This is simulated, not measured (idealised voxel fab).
Process module heading - voxel transistor to metal
Cross-sectional view cut (width: 290 nm; square cell size: 5 nm).
Cross-section, as written here: a square-cell grid given band by band from the top down, where a band holds one or more rows of cells.
Per band: top height and bottom height in nm, followed by the left-to-right materials and their widths in nm; "full width" marks a single material spanning edge to edge, "blank" marks empty space.
It should be noted that heights are counted from 0, beneath which the wafer as supplied is of one material throughout, and that the lowest band possesses no lower boundary but continues downward, as written in "0..down".
Width: "30->40" (first number = top row, second number = bottom row, same change from row to row of cells).
"nothing changed" means the step left every cell of the cross-section as it was.
"Closed internal cavities" specifies each empty space that is not open to the top and that occupies no fewer than 8 cells, using the form width x height at distance, the distance measured from the left edge and all three quantities in nm.
Heads up: the bit after the settings on a step's line is the simulator's remark on that step.
If you see "overlay nm" on a step's line and that step has a mask, it's telling you how far right of where it was planned the mask ended up; a negative number means it went left instead.

So here's the lineup of process steps we planned
1 RECEIVE,material Si
2 OXIDIZE,depth nm 5
3 CONFORMAL_DEP,material SiN,thk nm 15
4 DIRECTIONAL_DEP,material aC,thk nm 15
5 PATTERN,tone cover,mask id ACTIVE,material resist,width nm 105,pitch nm 125,thk nm 30,overlay nm 0
6 DIRECTIONAL_ETCH,etch materials aC,depth nm 15
7 STRIP,etch materials resist
8 DIRECTIONAL_ETCH,etch materials SiN,depth nm 15
9 DIRECTIONAL_ETCH,etch materials SiO2,depth nm 5
10 DIRECTIONAL_ETCH,etch materials Si,depth nm 25
11 STRIP,etch materials aC
12 OXIDIZE,depth nm 5
13 FILL_DEP,material SiO2,thk nm 10
14 CMP,height nm 15
15 SELECTIVE_ETCH,etch materials SiO2,depth nm 15
16 STRIP,etch materials SiN
17 SELECTIVE_ETCH,etch materials SiO2,depth nm 5
18 OXIDIZE,depth nm 5
19 DIRECTIONAL_DEP,material polySi,thk nm 20
20 DIRECTIONAL_DEP,material SiCN,thk nm 10
21 MASKED_ETCH,tone cover,mask id GATE,width nm 25,pitch nm 125,etch materials SiCN,depth nm 20,overlay nm 0
22 MASKED_ETCH,tone cover,mask id GATE,width nm 25,pitch nm 125,etch materials polySi,depth nm 30,overlay nm 0
23 CONFORMAL_DEP,material SiO2,thk nm 5
24 DIRECTIONAL_ETCH,etch materials SiO2,depth nm 5
25 CONFORMAL_DEP,material SiN,thk nm 10
26 DIRECTIONAL_ETCH,etch materials SiN,depth nm 10
27 DIRECTIONAL_ETCH,etch materials SiO2,depth nm 5
28 DIRECTIONAL_ETCH,etch materials Si,depth nm 15
29 EPI,material nSi,thk nm 20
30 FILL_DEP,material SiO2,thk nm 10
31 CMP,height nm 25
32 DIRECTIONAL_DEP,material SiO2,thk nm 15
33 MASKED_ETCH,tone open,mask id CONTACT,width nm 20,etch materials SiO2,depth nm 30,overlay nm 0
34 CONFORMAL_DEP,material TiN,thk nm 5
35 FILL_DEP,material Ru,thk nm 5
36 CMP,height nm 40
37 CONFORMAL_DEP,material SiCN,thk nm 5
38 DIRECTIONAL_DEP,material SiO2,thk nm 25
39 DIRECTIONAL_DEP,material aC,thk nm 10
40 PATTERN,tone open,mask id METAL_1,material resist,width nm 20,thk nm 30,overlay nm 0
41 DIRECTIONAL_ETCH,etch materials aC,depth nm 10
42 STRIP,etch materials resist
43 DIRECTIONAL_ETCH,etch materials SiO2,depth nm 25
44 DIRECTIONAL_ETCH,etch materials SiCN,depth nm 5
45 STRIP,etch materials aC
46 CONFORMAL_DEP,material TiN,thk nm 5
47 FILL_DEP,material Cu,thk nm 10
48 CMP,height nm 70
49 CONFORMAL_DEP,material SiCN,thk nm 5
50 DIRECTIONAL_DEP,material SiO2,thk nm 25
51 PATTERN,tone open,mask id METAL_2,material resist,width nm 20,pitch nm 125,thk nm 20,overlay nm 0
52 DIRECTIONAL_ETCH,etch materials SiO2,depth nm 15
53 STRIP,etch materials resist
54 DIRECTIONAL_DEP,material aC,thk nm 15
55 PATTERN,tone open,mask id METAL_2_HOLES,material resist,width nm 15,pitch nm 125,thk nm 30,overlay nm 0
56 DIRECTIONAL_ETCH,etch materials aC,depth nm 15
57 STRIP,etch materials resist
58 DIRECTIONAL_ETCH,etch materials SiO2,depth nm 10
59 DIRECTIONAL_ETCH,etch materials SiCN,depth nm 5
60 STRIP,etch materials aC
61 CONFORMAL_DEP,material TiN,thk nm 5
62 FILL_DEP,material Ru,thk nm 10
63 CMP,height nm 100
64 CONFORMAL_DEP,material SiCN,thk nm 5

First wafer of two (run as planned)

Delivered wafer in cross-section: state after step 1
* 0..down: Si full width
* Closed internal cavities: none

Wafer xsec, post step 2
* 0..-5: SiO2 full width
* Anything lower than -5 is untouched.

Wafer xsec, post step 3
* 15..0: SiN full width
* Anything lower than 0 is untouched.

Wafer xsec, post step 4
* 30..15: aC full width
* Anything lower than 15 is untouched.

Wafer xsec, post step 5
* 60..30: blank 30  resist 105  blank 20  resist 105  blank 30
* Anything lower than 30 is untouched.

Wafer xsec, post step 6
* 45..30: blank 30  resist 105  blank 20  resist 105  blank 30
* 30..15: blank 30  aC 105  blank 20  aC 105  blank 30
* Anything lower than 15 is untouched.

Wafer xsec, post step 7
* 30..15: blank 30  aC 105  blank 20  aC 105  blank 30
* Anything lower than 15 is untouched.

Wafer xsec, post step 8
* 30..15: blank 30  aC 105  blank 20  aC 105  blank 30
* 15..0: blank 30  SiN 105  blank 20  SiN 105  blank 30
* Anything lower than 0 is untouched.

Wafer xsec, post step 9
* 30..15: blank 30  aC 105  blank 20  aC 105  blank 30
* 15..0: blank 30  SiN 105  blank 20  SiN 105  blank 30
* 0..-5: blank 30  SiO2 105  blank 20  SiO2 105  blank 30
* Anything lower than -5 is untouched.

Wafer xsec, post step 10
* 30..15: blank 30  aC 105  blank 20  aC 105  blank 30
* 15..0: blank 30  SiN 105  blank 20  SiN 105  blank 30
* 0..-5: blank 30  SiO2 105  blank 20  SiO2 105  blank 30
* -5..-30: blank 30  Si 105  blank 20  Si 105  blank 30
* Anything lower than -30 is untouched.

Wafer xsec, post step 11
* 15..0: blank 30  SiN 105  blank 20  SiN 105  blank 30
* Anything lower than 0 is untouched.

Wafer xsec, post step 12
* 15..0: blank 30  SiN 105  blank 20  SiN 105  blank 30
* 0..-5: blank 30  SiO2 105  blank 20  SiO2 105  blank 30
* -5..-30: blank 30  SiO2 5  Si 95  SiO2 5  blank 20  SiO2 5  Si 95  SiO2 5  blank 30
* -30..-35: SiO2 35  Si 95  SiO2 30  Si 95  SiO2 35
* Anything lower than -35 is untouched.

Wafer xsec, post step 13
* 25..15: SiO2 full width
* 15..0: SiO2 30  SiN 105  SiO2 20  SiN 105  SiO2 30
* 0..-5: SiO2 full width
* -5..-35: SiO2 35  Si 95  SiO2 30  Si 95  SiO2 35
* Anything lower than -35 is untouched.

Wafer xsec, post step 14
* 15..0: SiO2 30  SiN 105  SiO2 20  SiN 105  SiO2 30
* Anything lower than 0 is untouched.

Wafer xsec, post step 15
* 15..0: blank 30  SiN 105  blank 20  SiN 105  blank 30
* Anything lower than 0 is untouched.

Wafer xsec, post step 16
* 0..-5: SiO2 full width
* Anything lower than -5 is untouched.

Wafer xsec, post step 17
* -5..-35: SiO2 35  Si 95  SiO2 30  Si 95  SiO2 35
* Anything lower than -35 is untouched.

Wafer xsec, post step 18
* -5..-10: SiO2 full width
* Anything lower than -10 is untouched.

Wafer xsec, post step 19
* 15..-5: polySi full width
* Anything lower than -5 is untouched.

Wafer xsec, post step 20
* 25..15: SiCN full width
* Anything lower than 15 is untouched.

Wafer xsec, post step 21
* 25..15: blank 70  SiCN 25  blank 100  SiCN 25  blank 70
* Anything lower than 15 is untouched.

Wafer xsec, post step 22
* 25..15: blank 70  SiCN 25  blank 100  SiCN 25  blank 70
* 15..-5: blank 70  polySi 25  blank 100  polySi 25  blank 70
* Anything lower than -5 is untouched.

Wafer xsec, post step 23
* 30..25: blank 65  SiO2 35  blank 90  SiO2 35  blank 65
* 25..15: blank 65  SiO2 5  SiCN 25  SiO2 5  blank 90  SiO2 5  SiCN 25  SiO2 5  blank 65
* 15..0: blank 65  SiO2 5  polySi 25  SiO2 5  blank 90  SiO2 5  polySi 25  SiO2 5  blank 65
* 0..-5: SiO2 70  polySi 25  SiO2 100  polySi 25  SiO2 70
* Anything lower than -5 is untouched.

Wafer xsec, post step 24
* 25..15: blank 65  SiO2 5  SiCN 25  SiO2 5  blank 90  SiO2 5  SiCN 25  SiO2 5  blank 65
* 15..-5: blank 65  SiO2 5  polySi 25  SiO2 5  blank 90  SiO2 5  polySi 25  SiO2 5  blank 65
* Anything lower than -5 is untouched.

Wafer xsec, post step 25
* 35..25: blank 55  SiN 55  blank 70  SiN 55  blank 55
* 25..15: blank 55  SiN 10  SiO2 5  SiCN 25  SiO2 5  SiN 10  blank 70  SiN 10  SiO2 5  SiCN 25  SiO2 5  SiN 10  blank 55
* 15..5: blank 55  SiN 10  SiO2 5  polySi 25  SiO2 5  SiN 10  blank 70  SiN 10  SiO2 5  polySi 25  SiO2 5  SiN 10  blank 55
* 5..-5: SiN 65  SiO2 5  polySi 25  SiO2 5  SiN 90  SiO2 5  polySi 25  SiO2 5  SiN 65
* Anything lower than -5 is untouched.

Wafer xsec, post step 26
* 25..15: blank 55  SiN 10  SiO2 5  SiCN 25  SiO2 5  SiN 10  blank 70  SiN 10  SiO2 5  SiCN 25  SiO2 5  SiN 10  blank 55
* 15..-5: blank 55  SiN 10  SiO2 5  polySi 25  SiO2 5  SiN 10  blank 70  SiN 10  SiO2 5  polySi 25  SiO2 5  SiN 10  blank 55
* Anything lower than -5 is untouched.

Wafer xsec, post step 27
* 25..20: blank 55  SiN 10  blank 5  SiCN 25  blank 5  SiN 10  blank 70  SiN 10  blank 5  SiCN 25  blank 5  SiN 10  blank 55
* 20..15: blank 55  SiN 10  SiO2 5  SiCN 25  SiO2 5  SiN 10  blank 70  SiN 10  SiO2 5  SiCN 25  SiO2 5  SiN 10  blank 55
* 15..-5: blank 55  SiN 10  SiO2 5  polySi 25  SiO2 5  SiN 10  blank 70  SiN 10  SiO2 5  polySi 25  SiO2 5  SiN 10  blank 55
* -5..-10: blank 55  SiO2 55  blank 70  SiO2 55  blank 55
* Anything lower than -10 is untouched.

Wafer xsec, post step 28
* 25..20: blank 55  SiN 10  blank 5  SiCN 25  blank 5  SiN 10  blank 70  SiN 10  blank 5  SiCN 25  blank 5  SiN 10  blank 55
* 20..15: blank 55  SiN 10  SiO2 5  SiCN 25  SiO2 5  SiN 10  blank 70  SiN 10  SiO2 5  SiCN 25  SiO2 5  SiN 10  blank 55
* 15..-5: blank 55  SiN 10  SiO2 5  polySi 25  SiO2 5  SiN 10  blank 70  SiN 10  SiO2 5  polySi 25  SiO2 5  SiN 10  blank 55
* -5..-10: blank 55  SiO2 55  blank 70  SiO2 55  blank 55
* -10..-25: SiO2 35  blank 20  Si 55  blank 20  SiO2 30  blank 20  Si 55  blank 20  SiO2 35
* Anything lower than -25 is untouched.

Wafer xsec, post step 29
* 25..20: blank 55  SiN 10  blank 5  SiCN 25  blank 5  SiN 10  blank 70  SiN 10  blank 5  SiCN 25  blank 5  SiN 10  blank 55
* 20..15: blank 55  SiN 10  SiO2 5  SiCN 25  SiO2 5  SiN 10  blank 70  SiN 10  SiO2 5  SiCN 25  SiO2 5  SiN 10  blank 55
* 15..10: blank 55  SiN 10  SiO2 5  polySi 25  SiO2 5  SiN 10  blank 70  SiN 10  SiO2 5  polySi 25  SiO2 5  SiN 10  blank 55
* 10..-5: blank 35  nSi 20  SiN 10  SiO2 5  polySi 25  SiO2 5  SiN 10  nSi 20  blank 30  nSi 20  SiN 10  SiO2 5  polySi 25  SiO2 5  SiN 10  nSi 20  blank 35
* -5..-10: blank 30  nSi 25  SiO2 55  nSi 25  blank 20  nSi 25  SiO2 55  nSi 25  blank 30
* -10..-25: SiO2 35  nSi 20  Si 55  nSi 20  SiO2 30  nSi 20  Si 55  nSi 20  SiO2 35
* Anything lower than -25 is untouched.

Wafer xsec, post step 30
* 35..25: SiO2 full width
* 25..15: SiO2 55  SiN 10  SiO2 5  SiCN 25  SiO2 5  SiN 10  SiO2 70  SiN 10  SiO2 5  SiCN 25  SiO2 5  SiN 10  SiO2 55
* 15..10: SiO2 55  SiN 10  SiO2 5  polySi 25  SiO2 5  SiN 10  SiO2 70  SiN 10  SiO2 5  polySi 25  SiO2 5  SiN 10  SiO2 55
* 10..-5: SiO2 35  nSi 20  SiN 10  SiO2 5  polySi 25  SiO2 5  SiN 10  nSi 20  SiO2 30  nSi 20  SiN 10  SiO2 5  polySi 25  SiO2 5  SiN 10  nSi 20  SiO2 35
* -5..-10: SiO2 30  nSi 25  SiO2 55  nSi 25  SiO2 20  nSi 25  SiO2 55  nSi 25  SiO2 30
* Anything lower than -10 is untouched.

Wafer xsec, post step 31
* 25..15: SiO2 55  SiN 10  SiO2 5  SiCN 25  SiO2 5  SiN 10  SiO2 70  SiN 10  SiO2 5  SiCN 25  SiO2 5  SiN 10  SiO2 55
* Anything lower than 15 is untouched.

Wafer xsec, post step 32
* 40..25: SiO2 full width
* Anything lower than 25 is untouched.

Wafer xsec, post step 33
* 40..25: SiO2 35  blank 20  SiO2 55  blank 20  SiO2 30  blank 20  SiO2 55  blank 20  SiO2 35
* 25..15: SiO2 35  blank 20  SiN 10  SiO2 5  SiCN 25  SiO2 5  SiN 10  blank 20  SiO2 30  blank 20  SiN 10  SiO2 5  SiCN 25  SiO2 5  SiN 10  blank 20  SiO2 35
* 15..10: SiO2 35  blank 20  SiN 10  SiO2 5  polySi 25  SiO2 5  SiN 10  blank 20  SiO2 30  blank 20  SiN 10  SiO2 5  polySi 25  SiO2 5  SiN 10  blank 20  SiO2 35
* Anything lower than 10 is untouched.

Wafer xsec, post step 34
* 45..40: TiN 40  blank 10  TiN 65  blank 10  TiN 40  blank 10  TiN 65  blank 10  TiN 40
* 40..25: SiO2 35  TiN 5  blank 10  TiN 5  SiO2 55  TiN 5  blank 10  TiN 5  SiO2 30  TiN 5  blank 10  TiN 5  SiO2 55  TiN 5  blank 10  TiN 5  SiO2 35
* 25..15: SiO2 35  TiN 5  blank 10  TiN 5  SiN 10  SiO2 5  SiCN 25  SiO2 5  SiN 10  TiN 5  blank 10  TiN 5  SiO2 30  TiN 5  blank 10  TiN 5  SiN 10  SiO2 5  SiCN 25  SiO2 5  SiN 10  TiN 5  blank 10  TiN 5  SiO2 35
* 15..10: SiO2 35  TiN 20  SiN 10  SiO2 5  polySi 25  SiO2 5  SiN 10  TiN 20  SiO2 30  TiN 20  SiN 10  SiO2 5  polySi 25  SiO2 5  SiN 10  TiN 20  SiO2 35
* Anything lower than 10 is untouched.

Wafer xsec, post step 35
* 50..45: Ru full width
* 45..40: TiN 40  Ru 10  TiN 65  Ru 10  TiN 40  Ru 10  TiN 65  Ru 10  TiN 40
* 40..25: SiO2 35  TiN 5  Ru 10  TiN 5  SiO2 55  TiN 5  Ru 10  TiN 5  SiO2 30  TiN 5  Ru 10  TiN 5  SiO2 55  TiN 5  Ru 10  TiN 5  SiO2 35
* 25..15: SiO2 35  TiN 5  Ru 10  TiN 5  SiN 10  SiO2 5  SiCN 25  SiO2 5  SiN 10  TiN 5  Ru 10  TiN 5  SiO2 30  TiN 5  Ru 10  TiN 5  SiN 10  SiO2 5  SiCN 25  SiO2 5  SiN 10  TiN 5  Ru 10  TiN 5  SiO2 35
* Anything lower than 15 is untouched.

Wafer xsec, post step 36
* 40..25: SiO2 35  TiN 5  Ru 10  TiN 5  SiO2 55  TiN 5  Ru 10  TiN 5  SiO2 30  TiN 5  Ru 10  TiN 5  SiO2 55  TiN 5  Ru 10  TiN 5  SiO2 35
* Anything lower than 25 is untouched.

Wafer xsec, post step 37
* 45..40: SiCN full width
* Anything lower than 40 is untouched.

Wafer xsec, post step 38
* 70..45: SiO2 full width
* Anything lower than 45 is untouched.

Wafer xsec, post step 39
* 80..70: aC full width
* Anything lower than 70 is untouched.

Wafer xsec, post step 40
* 110..80: resist 35  blank 20  resist 55  blank 20  resist 30  blank 20  resist 55  blank 20  resist 35
* Anything lower than 80 is untouched.

Wafer xsec, post step 41
* 100..80: resist 35  blank 20  resist 55  blank 20  resist 30  blank 20  resist 55  blank 20  resist 35
* 80..70: aC 35  blank 20  aC 55  blank 20  aC 30  blank 20  aC 55  blank 20  aC 35
* Anything lower than 70 is untouched.

Wafer xsec, post step 42
* 80..70: aC 35  blank 20  aC 55  blank 20  aC 30  blank 20  aC 55  blank 20  aC 35
* Anything lower than 70 is untouched.

Wafer xsec, post step 43
* 80..70: aC 35  blank 20  aC 55  blank 20  aC 30  blank 20  aC 55  blank 20  aC 35
* 70..45: SiO2 35  blank 20  SiO2 55  blank 20  SiO2 30  blank 20  SiO2 55  blank 20  SiO2 35
* Anything lower than 45 is untouched.

Wafer xsec, post step 44
* 80..70: aC 35  blank 20  aC 55  blank 20  aC 30  blank 20  aC 55  blank 20  aC 35
* 70..45: SiO2 35  blank 20  SiO2 55  blank 20  SiO2 30  blank 20  SiO2 55  blank 20  SiO2 35
* 45..40: SiCN 35  blank 20  SiCN 55  blank 20  SiCN 30  blank 20  SiCN 55  blank 20  SiCN 35
* Anything lower than 40 is untouched.

Wafer xsec, post step 45
* 70..45: SiO2 35  blank 20  SiO2 55  blank 20  SiO2 30  blank 20  SiO2 55  blank 20  SiO2 35
* Anything lower than 45 is untouched.

Wafer xsec, post step 46
* 75..70: TiN 40  blank 10  TiN 65  blank 10  TiN 40  blank 10  TiN 65  blank 10  TiN 40
* 70..45: SiO2 35  TiN 5  blank 10  TiN 5  SiO2 55  TiN 5  blank 10  TiN 5  SiO2 30  TiN 5  blank 10  TiN 5  SiO2 55  TiN 5  blank 10  TiN 5  SiO2 35
* 45..40: SiCN 35  TiN 20  SiCN 55  TiN 20  SiCN 30  TiN 20  SiCN 55  TiN 20  SiCN 35
* Anything lower than 40 is untouched.

Wafer xsec, post step 47
* 85..75: Cu full width
* 75..70: TiN 40  Cu 10  TiN 65  Cu 10  TiN 40  Cu 10  TiN 65  Cu 10  TiN 40
* 70..45: SiO2 35  TiN 5  Cu 10  TiN 5  SiO2 55  TiN 5  Cu 10  TiN 5  SiO2 30  TiN 5  Cu 10  TiN 5  SiO2 55  TiN 5  Cu 10  TiN 5  SiO2 35
* Anything lower than 45 is untouched.

Wafer xsec, post step 48
* 70..45: SiO2 35  TiN 5  Cu 10  TiN 5  SiO2 55  TiN 5  Cu 10  TiN 5  SiO2 30  TiN 5  Cu 10  TiN 5  SiO2 55  TiN 5  Cu 10  TiN 5  SiO2 35
* Anything lower than 45 is untouched.

Wafer xsec, post step 49
* 75..70: SiCN full width
* Anything lower than 70 is untouched.

Wafer xsec, post step 50
* 100..75: SiO2 full width
* Anything lower than 75 is untouched.

Wafer xsec, post step 51
* 120..100: resist 35  blank 20  resist 105  blank 20  resist 110
* Anything lower than 100 is untouched.

Wafer xsec, post step 52
* 120..100: resist 35  blank 20  resist 105  blank 20  resist 110
* 100..85: SiO2 35  blank 20  SiO2 105  blank 20  SiO2 110
* Anything lower than 85 is untouched.

Wafer xsec, post step 53
* 100..85: SiO2 35  blank 20  SiO2 105  blank 20  SiO2 110
* Anything lower than 85 is untouched.

Wafer xsec, post step 54
* 115..100: aC 35  blank 20  aC 105  blank 20  aC 110
* 100..85: SiO2 35  aC 20  SiO2 105  aC 20  SiO2 110
* Anything lower than 85 is untouched.

Wafer xsec, post step 55
* 145..115: resist 35  blank 15  resist 110  blank 15  resist 115
* 115..100: aC 35  blank 15  resist 5  aC 105  blank 15  resist 5  aC 110
* Anything lower than 100 is untouched.

Wafer xsec, post step 56
* 130..115: resist 35  blank 15  resist 110  blank 15  resist 115
* 115..100: aC 35  blank 15  resist 5  aC 105  blank 15  resist 5  aC 110
* 100..85: SiO2 35  blank 15  aC 5  SiO2 105  blank 15  aC 5  SiO2 110
* Anything lower than 85 is untouched.

Wafer xsec, post step 57
* 115..100: aC 35  blank 20  aC 105  blank 20  aC 110
* Anything lower than 100 is untouched.

Wafer xsec, post step 58
* 115..100: aC 35  blank 20  aC 105  blank 20  aC 110
* 100..85: SiO2 35  blank 15  aC 5  SiO2 105  blank 15  aC 5  SiO2 110
* 85..75: SiO2 35  blank 15  SiO2 110  blank 15  SiO2 115
* Anything lower than 75 is untouched.

Wafer xsec, post step 59
* 115..100: aC 35  blank 20  aC 105  blank 20  aC 110
* 100..85: SiO2 35  blank 15  aC 5  SiO2 105  blank 15  aC 5  SiO2 110
* 85..75: SiO2 35  blank 15  SiO2 110  blank 15  SiO2 115
* 75..70: SiCN 35  blank 15  SiCN 110  blank 15  SiCN 115
* Anything lower than 70 is untouched.

Wafer xsec, post step 60
* 100..85: SiO2 35  blank 20  SiO2 105  blank 20  SiO2 110
* Anything lower than 85 is untouched.

Wafer xsec, post step 61
* 105..100: TiN 40  blank 10  TiN 115  blank 10  TiN 115
* 100..90: SiO2 35  TiN 5  blank 10  TiN 5  SiO2 105  TiN 5  blank 10  TiN 5  SiO2 110
* 90..85: SiO2 35  TiN 5  blank 5  TiN 10  SiO2 105  TiN 5  blank 5  TiN 10  SiO2 110
* 85..75: SiO2 35  TiN 5  blank 5  TiN 5  SiO2 110  TiN 5  blank 5  TiN 5  SiO2 115
* 75..70: SiCN 35  TiN 15  SiCN 110  TiN 15  SiCN 115
* Anything lower than 70 is untouched.

Wafer xsec, post step 62
* 115..105: Ru full width
* 105..100: TiN 40  Ru 10  TiN 115  Ru 10  TiN 115
* 100..90: SiO2 35  TiN 5  Ru 10  TiN 5  SiO2 105  TiN 5  Ru 10  TiN 5  SiO2 110
* 90..85: SiO2 35  TiN 5  Ru 5  TiN 10  SiO2 105  TiN 5  Ru 5  TiN 10  SiO2 110
* 85..75: SiO2 35  TiN 5  Ru 5  TiN 5  SiO2 110  TiN 5  Ru 5  TiN 5  SiO2 115
* Anything lower than 75 is untouched.

Wafer xsec, post step 63
* 100..90: SiO2 35  TiN 5  Ru 10  TiN 5  SiO2 105  TiN 5  Ru 10  TiN 5  SiO2 110
* Anything lower than 90 is untouched.

Wafer xsec, post step 64
* 105..100: SiCN full width
* Anything lower than 100 is untouched.

For the second wafer, take the first wafer's start and plan, then add one mistake made in running it; everything through step 54, that step included, is shared with the first

The second wafer cut through, at the time step 55 was supposed to be finished
* 145..115: resist 40  blank 15  resist 110  blank 15  resist 110
* 115..100: aC 35  resist 5  blank 15  aC 105  resist 5  blank 15  aC 110
* Anything lower than 100 is untouched.

The second wafer cut through, at the time step 56 was supposed to be finished
* 130..115: resist 40  blank 15  resist 110  blank 15  resist 110
* 115..100: aC 35  resist 5  blank 15  aC 105  resist 5  blank 15  aC 110
* 100..85: SiO2 35  aC 5  blank 15  SiO2 105  aC 5  blank 15  SiO2 110
* Anything lower than 85 is untouched.

The second wafer cut through, at the time step 57 was supposed to be finished
* 115..100: aC 35  blank 20  aC 105  blank 20  aC 110
* Anything lower than 100 is untouched.

The second wafer cut through, at the time step 58 was supposed to be finished
* 115..100: aC 35  blank 20  aC 105  blank 20  aC 110
* 100..85: SiO2 35  aC 5  blank 15  SiO2 105  aC 5  blank 15  SiO2 110
* 85..75: SiO2 40  blank 15  SiO2 110  blank 15  SiO2 110
* Anything lower than 75 is untouched.

The second wafer cut through, at the time step 59 was supposed to be finished
* 115..100: aC 35  blank 20  aC 105  blank 20  aC 110
* 100..85: SiO2 35  aC 5  blank 15  SiO2 105  aC 5  blank 15  SiO2 110
* 85..75: SiO2 40  blank 15  SiO2 110  blank 15  SiO2 110
* 75..70: SiCN 40  blank 15  SiCN 110  blank 15  SiCN 110
* Anything lower than 70 is untouched.

The second wafer cut through, at the time step 60 was supposed to be finished
* 100..85: SiO2 35  blank 20  SiO2 105  blank 20  SiO2 110
* Anything lower than 85 is untouched.

The second wafer cut through, at the time step 61 was supposed to be finished
* 105..100: TiN 40  blank 10  TiN 115  blank 10  TiN 115
* 100..90: SiO2 35  TiN 5  blank 10  TiN 5  SiO2 105  TiN 5  blank 10  TiN 5  SiO2 110
* 90..85: SiO2 35  TiN 10  blank 5  TiN 5  SiO2 105  TiN 10  blank 5  TiN 5  SiO2 110
* 85..75: SiO2 40  TiN 5  blank 5  TiN 5  SiO2 110  TiN 5  blank 5  TiN 5  SiO2 110
* 75..70: SiCN 40  TiN 15  SiCN 110  TiN 15  SiCN 110
* Anything lower than 70 is untouched.

The second wafer cut through, at the time step 62 was supposed to be finished
* 115..105: Ru full width
* 105..100: TiN 40  Ru 10  TiN 115  Ru 10  TiN 115
* 100..90: SiO2 35  TiN 5  Ru 10  TiN 5  SiO2 105  TiN 5  Ru 10  TiN 5  SiO2 110
* 90..85: SiO2 35  TiN 10  Ru 5  TiN 5  SiO2 105  TiN 10  Ru 5  TiN 5  SiO2 110
* 85..75: SiO2 40  TiN 5  Ru 5  TiN 5  SiO2 110  TiN 5  Ru 5  TiN 5  SiO2 110
* Anything lower than 75 is untouched.

The second wafer cut through, at the time step 63 was supposed to be finished
* 100..90: SiO2 35  TiN 5  Ru 10  TiN 5  SiO2 105  TiN 5  Ru 10  TiN 5  SiO2 110
* Anything lower than 90 is untouched.

The second wafer cut through, at the time step 64 was supposed to be finished
* 105..100: SiCN full width
* Anything lower than 100 is untouched.
Misprocessing identified: step 55 deviated from plan and actually ran as PATTERN,tone open,mask id METAL_2_HOLES,material resist,width nm 15,pitch nm 125,thk nm 30,overlay nm 5
Tallied in cells, the final second wafer holds each material in the same quantity as the first, although not at the same places.
